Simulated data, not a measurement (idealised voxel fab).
process module | voxel transistor to metal
cross-section cut | 170 nm wide | cells 5 nm
A cross-section is a grid of square cells, given in bands from the top down. A band is one or more rows of cells.
Each band's line starts with the height of the band's top and of its bottom, in nm. Then come its materials from left to right, each with its width in nm. One material with "throughout" fills the band from edge to edge. "air" is empty space.
Height 0 is the level under which the wafer as received is all one material. The lowest band goes on downwards, as in "0 down".
A width such as "30 to 40" changes by the same amount from each row of cells to the next, from the band's top row to its bottom row.
"no change" after a step means that no cell of the cross-section changed.
closed voids: empty space of 8 cells or more with no open way to the top, each as width x height at its distance from the left edge, in nm
after a step's settings: what the simulator itself notes on the step
overlay nm, on a step with a mask: how far to the right of its planned place the mask lay; to the left if negative
Each pair below shows a cross-section before one step and the cross-section after it, down to the lowest band that changed. The line under each pair gives the step between them, with its settings. The pairs can come from different runs of this module on the same starting wafer, so a pair continues from the pair above only where its "before" says so.
before
  80 to 75: SiCN throughout
  75 to 60: lowk 45 | Ru 15 | lowk 45 | Ru 15 | lowk 50
  60 to 55: lowk 45 | TiN 15 | lowk 45 | TiN 15 | lowk 50
  55 to 50: Ru throughout
  50 to 45: TiN 50 | Ru 5 | TiN 55 | Ru 5 | TiN 55
  45 to 30: SiO2 45 | TiN 5 | Ru 5 | TiN 5 | SiO2 45 | TiN 5 | Ru 5 | TiN 5 | SiO2 50
  30 to 25: SiO2 45 | TiN 5 | Ru 5 | TiN 5 | SiO2 5 | SiN 10 | SiCN 15 | SiN 10 | SiO2 5 | TiN 5 | Ru 5 | TiN 5 | SiO2 50
  25 to 15: SiO2 45 | TiN 5 | Ru 5 | TiN 5 | SiO2 5 | SiN 10 | polySi 15 | SiN 10 | SiO2 5 | TiN 5 | Ru 5 | TiN 5 | SiO2 50
  15 to 10: SiO2 45 | TiN 15 | SiO2 5 | SiN 10 | polySi 15 | SiN 10 | SiO2 5 | TiN 15 | SiO2 50
  10 to 0: SiO2 35 | SiN 10 | TiN 5 | nSi 15 | SiN 10 | polySi 15 | SiN 10 | nSi 15 | TiN 5 | SiN 10 | SiO2 40
  0 to -5: SiO2 45 | TiN 5 | nSi 15 | SiO2 35 | nSi 15 | TiN 5 | SiO2 50
  -5 to -20: SiO2 45 | nSi 20 | Si 35 | nSi 20 | SiO2 50
  -20 to -30: SiO2 45 | Si 75 | SiO2 50
  -30 down: Si throughout
  closed voids: none
after
  105 to 80: SiO2 throughout
  below 80: unchanged
  closed voids: none
the step between: op DIRECTIONAL_DEP | material SiO2 | thk nm 25
before: the cross-section after the pair above
after
  120 to 105: resist 45 | air 15 | resist 45 | air 15 | resist 50
  below 105: unchanged
  closed voids: none
the step between: op PATTERN | tone open | mask id METAL_2 | material resist | width nm 15 | pitch nm 60 | thk nm 15 | overlay nm 0
before: the cross-section after the pair above
after
  120 to 105: resist 45 | air 15 | resist 45 | air 15 | resist 50
  105 to 90: SiO2 45 | air 15 | SiO2 45 | air 15 | SiO2 50
  below 90: unchanged
  closed voids: none
the step between: op DIRECTIONAL_ETCH | etch materials SiO2 | depth nm 15
before: the cross-section after the pair above
after
  105 to 90: SiO2 45 | air 15 | SiO2 45 | air 15 | SiO2 50
  below 90: unchanged
  closed voids: none
the step between: op STRIP | etch materials resist
before: the cross-section after the pair above
after
  120 to 105: aC 45 | air 15 | aC 45 | air 15 | aC 50
  105 to 90: SiO2 45 | aC 15 | SiO2 45 | aC 15 | SiO2 50
  below 90: unchanged
  closed voids: none
the step between: op DIRECTIONAL_DEP | material aC | thk nm 15
before: the cross-section after the pair above
after
  155 to 120: resist 45 | air 15 | resist 45 | air 15 | resist 50
  below 120: unchanged
  closed voids: none
the step between: op PATTERN | tone open | mask id METAL_2_HOLES | material resist | width nm 15 | pitch nm 60 | thk nm 35 | overlay nm 0
before: the cross-section after the pair above
after
  140 to 120: resist 45 | air 15 | resist 45 | air 15 | resist 50
  120 to 105: aC 45 | air 15 | aC 45 | air 15 | aC 50
  105 to 90: SiO2 45 | air 15 | SiO2 45 | air 15 | SiO2 50
  below 90: unchanged
  closed voids: none
the step between: op DIRECTIONAL_ETCH | etch materials aC | depth nm 15
before: the cross-section after the pair above
after
  120 to 105: aC 45 | air 15 | aC 45 | air 15 | aC 50
  below 105: unchanged
  closed voids: none
the step between: op STRIP | etch materials resist
before: the cross-section after the pair above
after
  120 to 105: aC 45 | air 15 | aC 45 | air 15 | aC 50
  105 to 80: SiO2 45 | air 15 | SiO2 45 | air 15 | SiO2 50
  below 80: unchanged
  closed voids: none
the step between: op DIRECTIONAL_ETCH | etch materials SiO2 | depth nm 10
before: the cross-section after the pair above
after
  120 to 105: aC 45 | air 15 | aC 45 | air 15 | aC 50
  105 to 80: SiO2 45 | air 15 | SiO2 45 | air 15 | SiO2 50
  80 to 75: SiCN 45 | air 15 | SiCN 45 | air 15 | SiCN 50
  below 75: unchanged
  closed voids: none
the step between: op DIRECTIONAL_ETCH | etch materials SiCN | depth nm 5
before: the cross-section after the pair above
after
  105 to 80: SiO2 45 | air 15 | SiO2 45 | air 15 | SiO2 50
  below 80: unchanged
  closed voids: none
the step between: op STRIP | etch materials aC
before: the cross-section after the pair above
after
  110 to 105: TiN 50 | air 5 | TiN 55 | air 5 | TiN 55
  105 to 80: SiO2 45 | TiN 5 | air 5 | TiN 5 | SiO2 45 | TiN 5 | air 5 | TiN 5 | SiO2 50
  80 to 75: SiCN 45 | TiN 15 | SiCN 45 | TiN 15 | SiCN 50
  below 75: unchanged
  closed voids: none
the step between: op CONFORMAL_DEP | material TiN | thk nm 5
before: the cross-section after the pair above
after
  115 to 110: Ru throughout
  110 to 105: TiN 50 | Ru 5 | TiN 55 | Ru 5 | TiN 55
  105 to 80: SiO2 45 | TiN 5 | Ru 5 | TiN 5 | SiO2 45 | TiN 5 | Ru 5 | TiN 5 | SiO2 50
  below 80: unchanged
  closed voids: none
the step between: op FILL_DEP | material Ru | thk nm 5
before: the cross-section after the pair above
after
  105 to 80: SiO2 45 | TiN 5 | Ru 5 | TiN 5 | SiO2 45 | TiN 5 | Ru 5 | TiN 5 | SiO2 50
  below 80: unchanged
  closed voids: none
the step between: op CMP | height nm 105
before: the cross-section after the pair above
after
  110 to 105: SiCN throughout
  below 105: unchanged
  closed voids: none
the step between: op CONFORMAL_DEP | material SiCN | thk nm 5
before
  120 to 105: aC 45 | air 15 | aC 45 | air 15 | aC 50
  105 to 90: SiO2 45 | aC 15 | SiO2 45 | aC 15 | SiO2 50
  90 to 80: SiO2 throughout
  80 to 75: SiCN throughout
  75 to 60: lowk 45 | Ru 15 | lowk 45 | Ru 15 | lowk 50
  60 to 55: lowk 45 | TiN 15 | lowk 45 | TiN 15 | lowk 50
  55 to 40: SiO2 45 | TiN 5 | Ru 5 | TiN 5 | SiO2 45 | TiN 5 | Ru 5 | TiN 5 | SiO2 50
  40 to 25: SiO2 45 | TiN 5 | Ru 5 | TiN 5 | SiO2 5 | SiN 10 | SiCN 15 | SiN 10 | SiO2 5 | TiN 5 | Ru 5 | TiN 5 | SiO2 50
  25 to 15: SiO2 45 | TiN 5 | Ru 5 | TiN 5 | SiO2 5 | SiN 10 | polySi 15 | SiN 10 | SiO2 5 | TiN 5 | Ru 5 | TiN 5 | SiO2 50
  15 to 10: SiO2 45 | TiN 15 | SiO2 5 | SiN 10 | polySi 15 | SiN 10 | SiO2 5 | TiN 15 | SiO2 50
  10 to 0: SiO2 35 | SiN 10 | TiN 5 | nSi 15 | SiN 10 | polySi 15 | SiN 10 | nSi 15 | TiN 5 | SiN 10 | SiO2 40
  0 to -5: SiO2 45 | TiN 5 | nSi 15 | SiO2 35 | nSi 15 | TiN 5 | SiO2 50
  -5 to -20: SiO2 45 | nSi 20 | Si 35 | nSi 20 | SiO2 50
  -20 to -30: SiO2 45 | Si 75 | SiO2 50
  -30 down: Si throughout
  closed voids: none
after
  155 to 120: resist 40 | air 25 | resist 35 | air 25 | resist 45
  below 120: unchanged
  closed voids: none
the step between: op PATTERN | tone open | mask id METAL_2_HOLES | material resist | width nm 25 | pitch nm 60 | thk nm 35 | overlay nm 0
before: the cross-section after the pair above
after
  140 to 120: resist 40 | air 25 | resist 35 | air 25 | resist 45
  120 to 105: aC 40 | air 25 | aC 35 | air 25 | aC 45
  105 to 90: SiO2 45 | air 15 | SiO2 45 | air 15 | SiO2 50
  below 90: unchanged
  closed voids: none
the step between: op DIRECTIONAL_ETCH | etch materials aC | depth nm 15
before: the cross-section after the pair above
after
  120 to 105: aC 40 | air 25 | aC 35 | air 25 | aC 45
  below 105: unchanged
  closed voids: none
the step between: op STRIP | etch materials resist
before: the cross-section after the pair above
after
  120 to 105: aC 40 | air 25 | aC 35 | air 25 | aC 45
  105 to 95: SiO2 40 | air 25 | SiO2 35 | air 25 | SiO2 45
  95 to 80: SiO2 45 | air 15 | SiO2 45 | air 15 | SiO2 50
  below 80: unchanged
  closed voids: none
the step between: op DIRECTIONAL_ETCH | etch materials SiO2 | depth nm 10
before: the cross-section after the pair above
after
  120 to 105: aC 40 | air 25 | aC 35 | air 25 | aC 45
  105 to 95: SiO2 40 | air 25 | SiO2 35 | air 25 | SiO2 45
  95 to 80: SiO2 45 | air 15 | SiO2 45 | air 15 | SiO2 50
  80 to 75: SiCN 45 | air 15 | SiCN 45 | air 15 | SiCN 50
  below 75: unchanged
  closed voids: none
the step between: op DIRECTIONAL_ETCH | etch materials SiCN | depth nm 5
before: the cross-section after the pair above
after
  105 to 95: SiO2 40 | air 25 | SiO2 35 | air 25 | SiO2 45
  below 95: unchanged
  closed voids: none
the step between: op STRIP | etch materials aC
before: the cross-section after the pair above
after
  110 to 105: TiN 45 | air 15 | TiN 45 | air 15 | TiN 50
  105 to 95: SiO2 40 | TiN 5 to 10 | air 15 to 5 | TiN 5 to 10 | SiO2 35 | TiN 5 to 10 | air 15 to 5 | TiN 5 to 10 | SiO2 45
  95 to 80: SiO2 45 | TiN 5 | air 5 | TiN 5 | SiO2 45 | TiN 5 | air 5 | TiN 5 | SiO2 50
  80 to 75: SiCN 45 | TiN 15 | SiCN 45 | TiN 15 | SiCN 50
  below 75: unchanged
  closed voids: none
the step between: op CONFORMAL_DEP | material TiN | thk nm 5
before: the cross-section after the pair above
after
  115 to 110: Ru throughout
  110 to 105: TiN 45 | Ru 15 | TiN 45 | Ru 15 | TiN 50
  105 to 95: SiO2 40 | TiN 5 to 10 | Ru 15 to 5 | TiN 5 to 10 | SiO2 35 | TiN 5 to 10 | Ru 15 to 5 | TiN 5 to 10 | SiO2 45
  95 to 80: SiO2 45 | TiN 5 | Ru 5 | TiN 5 | SiO2 45 | TiN 5 | Ru 5 | TiN 5 | SiO2 50
  below 80: unchanged
  closed voids: none
the step between: op FILL_DEP | material Ru | thk nm 5
before: the cross-section after the pair above
after
  105 to 95: SiO2 40 | TiN 5 to 10 | Ru 15 to 5 | TiN 5 to 10 | SiO2 35 | TiN 5 to 10 | Ru 15 to 5 | TiN 5 to 10 | SiO2 45
  below 95: unchanged
  closed voids: none
the step between: op CMP | height nm 105
before: the cross-section after the pair above
after
  110 to 105: SiCN throughout
  below 105: unchanged
  closed voids: none
the step between: op CONFORMAL_DEP | material SiCN | thk nm 5
before
  105 to 80: SiO2 throughout
  80 to 75: SiCN throughout
  75 to 60: lowk 45 | Ru 15 | lowk 45 | Ru 15 | lowk 50
  60 to 55: lowk 45 | TiN 15 | lowk 45 | TiN 15 | lowk 50
  55 to 40: SiO2 45 | TiN 5 | Ru 5 | TiN 5 | SiO2 45 | TiN 5 | Ru 5 | TiN 5 | SiO2 50
  40 to 25: SiO2 45 | TiN 5 | Ru 5 | TiN 5 | SiO2 5 | SiN 10 | SiCN 15 | SiN 10 | SiO2 5 | TiN 5 | Ru 5 | TiN 5 | SiO2 50
  25 to 15: SiO2 45 | TiN 5 | Ru 5 | TiN 5 | SiO2 5 | SiN 10 | polySi 15 | SiN 10 | SiO2 5 | TiN 5 | Ru 5 | TiN 5 | SiO2 50
  15 to 10: SiO2 45 | TiN 15 | SiO2 5 | SiN 10 | polySi 15 | SiN 10 | SiO2 5 | TiN 15 | SiO2 50
  10 to 0: SiO2 35 | SiN 10 | TiN 5 | nSi 15 | SiN 10 | polySi 15 | SiN 10 | nSi 15 | TiN 5 | SiN 10 | SiO2 40
  0 to -5: SiO2 45 | TiN 5 | nSi 15 | SiO2 35 | nSi 15 | TiN 5 | SiO2 50
  -5 to -20: SiO2 45 | nSi 20 | Si 35 | nSi 20 | SiO2 50
  -20 to -30: SiO2 45 | Si 75 | SiO2 50
  -30 down: Si throughout
  closed voids: none
after
  120 to 105: resist 40 | air 15 | resist 45 | air 15 | resist 55
  below 105: unchanged
  closed voids: none
the step between: op PATTERN | tone open | mask id METAL_2 | material resist | width nm 15 | pitch nm 60 | thk nm 15 | overlay nm -5
before: the cross-section after the pair above
after
  120 to 105: resist 40 | air 15 | resist 45 | air 15 | resist 55
  105 to 90: SiO2 40 | air 15 | SiO2 45 | air 15 | SiO2 55
  below 90: unchanged
  closed voids: none
the step between: op DIRECTIONAL_ETCH | etch materials SiO2 | depth nm 15
before: the cross-section after the pair above
after
  105 to 90: SiO2 40 | air 15 | SiO2 45 | air 15 | SiO2 55
  below 90: unchanged
  closed voids: none
the step between: op STRIP | etch materials resist
before: the cross-section after the pair above
after
  120 to 105: aC 40 | air 15 | aC 45 | air 15 | aC 55
  105 to 90: SiO2 40 | aC 15 | SiO2 45 | aC 15 | SiO2 55
  below 90: unchanged
  closed voids: none
the step between: op DIRECTIONAL_DEP | material aC | thk nm 15
before: the cross-section after the pair above
after
  155 to 120: resist 45 | air 15 | resist 45 | air 15 | resist 50
  120 to 105: aC 40 | resist 5 | air 10 | aC 45 | resist 5 | air 10 | aC 55
  below 105: unchanged
  closed voids: none
the step between: op PATTERN | tone open | mask id METAL_2_HOLES | material resist | width nm 15 | pitch nm 60 | thk nm 35 | overlay nm 0
before: the cross-section after the pair above
after
  140 to 120: resist 45 | air 15 | resist 45 | air 15 | resist 50
  120 to 105: aC 40 | resist 5 | air 15 | aC 40 | resist 5 | air 15 | aC 50
  105 to 90: SiO2 40 | aC 5 | air 10 | SiO2 45 | aC 5 | air 10 | SiO2 55
  below 90: unchanged
  closed voids: none
the step between: op DIRECTIONAL_ETCH | etch materials aC | depth nm 15
before: the cross-section after the pair above
after
  120 to 105: aC 40 | air 20 | aC 40 | air 20 | aC 50
  below 105: unchanged
  closed voids: none
the step between: op STRIP | etch materials resist
before: the cross-section after the pair above
after
  120 to 105: aC 40 | air 20 | aC 40 | air 20 | aC 50
  105 to 95: SiO2 40 | aC 5 | air 15 | SiO2 40 | aC 5 | air 15 | SiO2 50
  95 to 90: SiO2 40 | aC 5 | air 10 | SiO2 45 | aC 5 | air 10 | SiO2 55
  90 to 80: SiO2 45 | air 10 | SiO2 50 | air 10 | SiO2 55
  below 80: unchanged
  closed voids: none
the step between: op DIRECTIONAL_ETCH | etch materials SiO2 | depth nm 10
before: the cross-section after the pair above
after
  120 to 105: aC 40 | air 20 | aC 40 | air 20 | aC 50
  105 to 95: SiO2 40 | aC 5 | air 15 | SiO2 40 | aC 5 | air 15 | SiO2 50
  95 to 90: SiO2 40 | aC 5 | air 10 | SiO2 45 | aC 5 | air 10 | SiO2 55
  90 to 80: SiO2 45 | air 10 | SiO2 50 | air 10 | SiO2 55
  80 to 75: SiCN 45 | air 10 | SiCN 50 | air 10 | SiCN 55
  below 75: unchanged
  closed voids: none
the step between: op DIRECTIONAL_ETCH | etch materials SiCN | depth nm 5
before: the cross-section after the pair above
after
  105 to 95: SiO2 40 | air 20 | SiO2 40 | air 20 | SiO2 50
  95 to 90: SiO2 40 | air 15 | SiO2 45 | air 15 | SiO2 55
  below 90: unchanged
  closed voids: none
the step between: op STRIP | etch materials aC
before: the cross-section after the pair above
after
  110 to 105: TiN 45 | air 10 | TiN 50 | air 10 | TiN 55
  105 to 95: SiO2 40 | TiN 5 | air 10 to 5 | TiN 5 to 10 | SiO2 40 | TiN 5 | air 10 to 5 | TiN 5 to 10 | SiO2 50
  95 to 90: SiO2 40 | TiN 15 | SiO2 45 | TiN 15 | SiO2 55
  90 to 80: SiO2 45 | TiN 10 | SiO2 50 | TiN 10 | SiO2 55
  80 to 75: SiCN 45 | TiN 10 | SiCN 50 | TiN 10 | SiCN 55
  below 75: unchanged
  closed voids: none
the step between: op CONFORMAL_DEP | material TiN | thk nm 5
before: the cross-section after the pair above
after
  115 to 110: Ru throughout
  110 to 105: TiN 45 | Ru 10 | TiN 50 | Ru 10 | TiN 55
  105 to 95: SiO2 40 | TiN 5 | Ru 10 to 5 | TiN 5 to 10 | SiO2 40 | TiN 5 | Ru 10 to 5 | TiN 5 to 10 | SiO2 50
  below 95: unchanged
  closed voids: none
the step between: op FILL_DEP | material Ru | thk nm 5
before: the cross-section after the pair above
after
  105 to 95: SiO2 40 | TiN 5 | Ru 10 to 5 | TiN 5 to 10 | SiO2 40 | TiN 5 | Ru 10 to 5 | TiN 5 to 10 | SiO2 50
  below 95: unchanged
  closed voids: none
the step between: op CMP | height nm 105
before: the cross-section after the pair above
after
  110 to 105: SiCN throughout
  below 105: unchanged
  closed voids: none
the step between: op CONFORMAL_DEP | material SiCN | thk nm 5
before
  105 to 80: SiO2 45 | air 15 | SiO2 45 | air 15 | SiO2 50
  80 to 75: SiCN 45 | air 15 | SiCN 45 | air 15 | SiCN 50
  75 to 60: lowk 45 | Ru 15 | lowk 45 | Ru 15 | lowk 50
  60 to 55: lowk 45 | TiN 15 | lowk 45 | TiN 15 | lowk 50
  55 to 40: SiO2 45 | TiN 5 | Ru 5 | TiN 5 | SiO2 45 | TiN 5 | Ru 5 | TiN 5 | SiO2 50
  40 to 25: SiO2 45 | TiN 5 | Ru 5 | TiN 5 | SiO2 5 | SiN 10 | SiCN 15 | SiN 10 | SiO2 5 | TiN 5 | Ru 5 | TiN 5 | SiO2 50
  25 to 15: SiO2 45 | TiN 5 | Ru 5 | TiN 5 | SiO2 5 | SiN 10 | polySi 15 | SiN 10 | SiO2 5 | TiN 5 | Ru 5 | TiN 5 | SiO2 50
  15 to 10: SiO2 45 | TiN 15 | SiO2 5 | SiN 10 | polySi 15 | SiN 10 | SiO2 5 | TiN 15 | SiO2 50
  10 to 0: SiO2 35 | SiN 10 | TiN 5 | nSi 15 | SiN 10 | polySi 15 | SiN 10 | nSi 15 | TiN 5 | SiN 10 | SiO2 40
  0 to -5: SiO2 45 | TiN 5 | nSi 15 | SiO2 35 | nSi 15 | TiN 5 | SiO2 50
  -5 to -20: SiO2 45 | nSi 20 | Si 35 | nSi 20 | SiO2 50
  -20 to -30: SiO2 45 | Si 75 | SiO2 50
  -30 down: Si throughout
  closed voids: none
after
  110 to 80: SiO2 50 | air 5 | SiO2 55 | air 5 | SiO2 55
  80 to 75: SiCN 45 | SiO2 15 | SiCN 45 | SiO2 15 | SiCN 50
  below 75: unchanged
  closed voids: none
the step between: op CONFORMAL_DEP | material SiO2 | thk nm 5
before: the cross-section after the pair above
after
  115 to 110: Ru throughout
  110 to 80: SiO2 50 | Ru 5 | SiO2 55 | Ru 5 | SiO2 55
  below 80: unchanged
  closed voids: none
the step between: op FILL_DEP | material Ru | thk nm 5
before: the cross-section after the pair above
after
  105 to 80: SiO2 50 | Ru 5 | SiO2 55 | Ru 5 | SiO2 55
  below 80: unchanged
  closed voids: none
the step between: op CMP | height nm 105
before: the cross-section after the pair above
after
  110 to 105: SiCN throughout
  below 105: unchanged
  closed voids: none
the step between: op CONFORMAL_DEP | material SiCN | thk nm 5
before
  55 to 40: SiO2 throughout
  40 to 25: SiO2 65 | SiN 10 | SiCN 15 | SiN 10 | SiO2 70
  25 to 10: SiO2 65 | SiN 10 | polySi 15 | SiN 10 | SiO2 70
  10 to 0: SiO2 35 | SiN 10 | SiO2 5 | nSi 15 | SiN 10 | polySi 15 | SiN 10 | nSi 15 | SiO2 5 | SiN 10 | SiO2 40
  0 to -5: SiO2 50 | nSi 15 | SiO2 35 | nSi 15 | SiO2 55
  -5 to -20: SiO2 45 | nSi 20 | Si 35 | nSi 20 | SiO2 50
  -20 to -30: SiO2 45 | Si 75 | SiO2 50
  -30 down: Si throughout
  closed voids: none
after
  55 to 40: air 45 | SiO2 15 | air 45 | SiO2 15 | air 50
  40 to 25: air 45 | SiO2 15 | air 5 | SiN 10 | SiCN 15 | SiN 10 | air 5 | SiO2 15 | air 50
  25 to 10: air 45 | SiO2 15 | air 5 | SiN 10 | polySi 15 | SiN 10 | air 5 | SiO2 15 | air 50
  10 to 0: air 35 | SiN 10 | SiO2 5 | nSi 15 | SiN 10 | polySi 15 | SiN 10 | nSi 15 | SiO2 5 | SiN 10 | air 40
  0 to -5: air 35 | SiO2 15 | nSi 15 | SiO2 35 | nSi 15 | SiO2 15 | air 40
  below -5: unchanged
  closed voids: none
the step between: op MASKED_ETCH | tone cover | mask id CONTACT | width nm 15 | pitch nm 60 | etch materials SiO2 | depth nm 60 | overlay nm 0
before: the cross-section after the pair above
after
  60 to 55: air 40 | TiN 25 | air 35 | TiN 25 | air 45
  55 to 45: air 40 | TiN 5 | SiO2 15 | TiN 5 | air 35 | TiN 5 | SiO2 15 | TiN 5 | air 45
  45 to 40: air 40 | TiN 5 | SiO2 15 | TiN 45 | SiO2 15 | TiN 5 | air 45
  40 to 25: air 40 | TiN 5 | SiO2 15 | TiN 5 | SiN 10 | SiCN 15 | SiN 10 | TiN 5 | SiO2 15 | TiN 5 | air 45
  25 to 15: air 40 | TiN 5 | SiO2 15 | TiN 5 | SiN 10 | polySi 15 | SiN 10 | TiN 5 | SiO2 15 | TiN 5 | air 45
  15 to 10: air 30 | TiN 15 | SiO2 15 | TiN 5 | SiN 10 | polySi 15 | SiN 10 | TiN 5 | SiO2 15 | TiN 15 | air 35
  10 to 0: air 30 | TiN 5 | SiN 10 | SiO2 5 | nSi 15 | SiN 10 | polySi 15 | SiN 10 | nSi 15 | SiO2 5 | SiN 10 | TiN 5 | air 35
  0 to -5: TiN 35 | SiO2 15 | nSi 15 | SiO2 35 | nSi 15 | SiO2 15 | TiN 40
  below -5: unchanged
  closed voids: none
the step between: op CONFORMAL_DEP | material TiN | thk nm 5
before: the cross-section after the pair above
after
  65 to 60: Ru throughout
  60 to 55: Ru 40 | TiN 25 | Ru 35 | TiN 25 | Ru 45
  55 to 45: Ru 40 | TiN 5 | SiO2 15 | TiN 5 | Ru 35 | TiN 5 | SiO2 15 | TiN 5 | Ru 45
  45 to 40: Ru 40 | TiN 5 | SiO2 15 | TiN 45 | SiO2 15 | TiN 5 | Ru 45
  40 to 25: Ru 40 | TiN 5 | SiO2 15 | TiN 5 | SiN 10 | SiCN 15 | SiN 10 | TiN 5 | SiO2 15 | TiN 5 | Ru 45
  25 to 15: Ru 40 | TiN 5 | SiO2 15 | TiN 5 | SiN 10 | polySi 15 | SiN 10 | TiN 5 | SiO2 15 | TiN 5 | Ru 45
  15 to 10: Ru 30 | TiN 15 | SiO2 15 | TiN 5 | SiN 10 | polySi 15 | SiN 10 | TiN 5 | SiO2 15 | TiN 15 | Ru 35
  10 to 0: Ru 30 | TiN 5 | SiN 10 | SiO2 5 | nSi 15 | SiN 10 | polySi 15 | SiN 10 | nSi 15 | SiO2 5 | SiN 10 | TiN 5 | Ru 35
  below 0: unchanged
  closed voids: none
the step between: op FILL_DEP | material Ru | thk nm 5
before: the cross-section after the pair above
after
  55 to 45: Ru 40 | TiN 5 | SiO2 15 | TiN 5 | Ru 35 | TiN 5 | SiO2 15 | TiN 5 | Ru 45
  below 45: unchanged
  closed voids: none
the step between: op CMP | height nm 55
before: the cross-section after the pair above
after
  60 to 55: TiN throughout
  below 55: unchanged
  closed voids: none
the step between: op DIRECTIONAL_DEP | material TiN | thk nm 5
before: the cross-section after the pair above
after
  75 to 60: Ru throughout
  below 60: unchanged
  closed voids: none
the step between: op DIRECTIONAL_DEP | material Ru | thk nm 15
before: the cross-section after the pair above
after
  75 to 60: air 45 | Ru 15 | air 45 | Ru 15 | air 50
  below 60: unchanged
  closed voids: none
the step between: op MASKED_ETCH | tone cover | mask id METAL_1 | width nm 15 | pitch nm 60 | etch materials Ru | depth nm 15 | overlay nm 0
before: the cross-section after the pair above
after
  75 to 60: air 45 | Ru 15 | air 45 | Ru 15 | air 50
  60 to 55: air 45 | TiN 15 | air 45 | TiN 15 | air 50
  below 55: unchanged
  closed voids: none
the step between: op MASKED_ETCH | tone cover | mask id METAL_1 | width nm 15 | pitch nm 60 | etch materials TiN | depth nm 5 | overlay nm 0
before: the cross-section after the pair above
after
  85 to 75: lowk throughout
  75 to 60: lowk 45 | Ru 15 | lowk 45 | Ru 15 | lowk 50
  60 to 55: lowk 45 | TiN 15 | lowk 45 | TiN 15 | lowk 50
  below 55: unchanged
  closed voids: none
the step between: op FILL_DEP | material lowk | thk nm 10
before: the cross-section after the pair above
after
  75 to 60: lowk 45 | Ru 15 | lowk 45 | Ru 15 | lowk 50
  below 60: unchanged
  closed voids: none
the step between: op CMP | height nm 75
before: the cross-section after the pair above
after
  80 to 75: SiCN throughout
  below 75: unchanged
  closed voids: none
the step between: op CONFORMAL_DEP | material SiCN | thk nm 5
before: the cross-section after the pair above
after
  105 to 80: SiO2 throughout
  below 80: unchanged
  closed voids: none
the step between: op DIRECTIONAL_DEP | material SiO2 | thk nm 25
before: the cross-section after the pair above
after
  120 to 105: resist 45 | air 15 | resist 45 | air 15 | resist 50
  below 105: unchanged
  closed voids: none
the step between: op PATTERN | tone open | mask id METAL_2 | material resist | width nm 15 | pitch nm 60 | thk nm 15 | overlay nm 0
before: the cross-section after the pair above
after
  120 to 105: resist 45 | air 15 | resist 45 | air 15 | resist 50
  105 to 90: SiO2 45 | air 15 | SiO2 45 | air 15 | SiO2 50
  below 90: unchanged
  closed voids: none
the step between: op DIRECTIONAL_ETCH | etch materials SiO2 | depth nm 15
before: the cross-section after the pair above
after
  105 to 90: SiO2 45 | air 15 | SiO2 45 | air 15 | SiO2 50
  below 90: unchanged
  closed voids: none
the step between: op STRIP | etch materials resist
before: the cross-section after the pair above
after
  120 to 105: aC 45 | air 15 | aC 45 | air 15 | aC 50
  105 to 90: SiO2 45 | aC 15 | SiO2 45 | aC 15 | SiO2 50
  below 90: unchanged
  closed voids: none
the step between: op DIRECTIONAL_DEP | material aC | thk nm 15
before: the cross-section after the pair above
after
  155 to 120: resist 45 | air 15 | resist 45 | air 15 | resist 50
  below 120: unchanged
  closed voids: none
the step between: op PATTERN | tone open | mask id METAL_2_HOLES | material resist | width nm 15 | pitch nm 60 | thk nm 35 | overlay nm 0
before: the cross-section after the pair above
after
  140 to 120: resist 45 | air 15 | resist 45 | air 15 | resist 50
  120 to 105: aC 45 | air 15 | aC 45 | air 15 | aC 50
  105 to 90: SiO2 45 | air 15 | SiO2 45 | air 15 | SiO2 50
  below 90: unchanged
  closed voids: none
the step between: op DIRECTIONAL_ETCH | etch materials aC | depth nm 15
before: the cross-section after the pair above
after
  120 to 105: aC 45 | air 15 | aC 45 | air 15 | aC 50
  below 105: unchanged
  closed voids: none
the step between: op STRIP | etch materials resist
before: the cross-section after the pair above
after
  120 to 105: aC 45 | air 15 | aC 45 | air 15 | aC 50
  105 to 80: SiO2 45 | air 15 | SiO2 45 | air 15 | SiO2 50
  below 80: unchanged
  closed voids: none
the step between: op DIRECTIONAL_ETCH | etch materials SiO2 | depth nm 10
before: the cross-section after the pair above
after
  120 to 105: aC 45 | air 15 | aC 45 | air 15 | aC 50
  105 to 80: SiO2 45 | air 15 | SiO2 45 | air 15 | SiO2 50
  80 to 75: SiCN 45 | air 15 | SiCN 45 | air 15 | SiCN 50
  below 75: unchanged
  closed voids: none
the step between: op DIRECTIONAL_ETCH | etch materials SiCN | depth nm 5
before: the cross-section after the pair above
after
  105 to 80: SiO2 45 | air 15 | SiO2 45 | air 15 | SiO2 50
  below 80: unchanged
  closed voids: none
the step between: op STRIP | etch materials aC
before: the cross-section after the pair above
after
  110 to 105: TiN 50 | air 5 | TiN 55 | air 5 | TiN 55
  105 to 80: SiO2 45 | TiN 5 | air 5 | TiN 5 | SiO2 45 | TiN 5 | air 5 | TiN 5 | SiO2 50
  80 to 75: SiCN 45 | TiN 15 | SiCN 45 | TiN 15 | SiCN 50
  below 75: unchanged
  closed voids: none
the step between: op CONFORMAL_DEP | material TiN | thk nm 5
before: the cross-section after the pair above
after
  115 to 110: Ru throughout
  110 to 105: TiN 50 | Ru 5 | TiN 55 | Ru 5 | TiN 55
  105 to 80: SiO2 45 | TiN 5 | Ru 5 | TiN 5 | SiO2 45 | TiN 5 | Ru 5 | TiN 5 | SiO2 50
  below 80: unchanged
  closed voids: none
the step between: op FILL_DEP | material Ru | thk nm 5
before: the cross-section after the pair above
after
  105 to 80: SiO2 45 | TiN 5 | Ru 5 | TiN 5 | SiO2 45 | TiN 5 | Ru 5 | TiN 5 | SiO2 50
  below 80: unchanged
  closed voids: none
the step between: op CMP | height nm 105
before: the cross-section after the pair above
after
  110 to 105: SiCN throughout
  below 105: unchanged
  closed voids: none
the step between: op CONFORMAL_DEP | material SiCN | thk nm 5
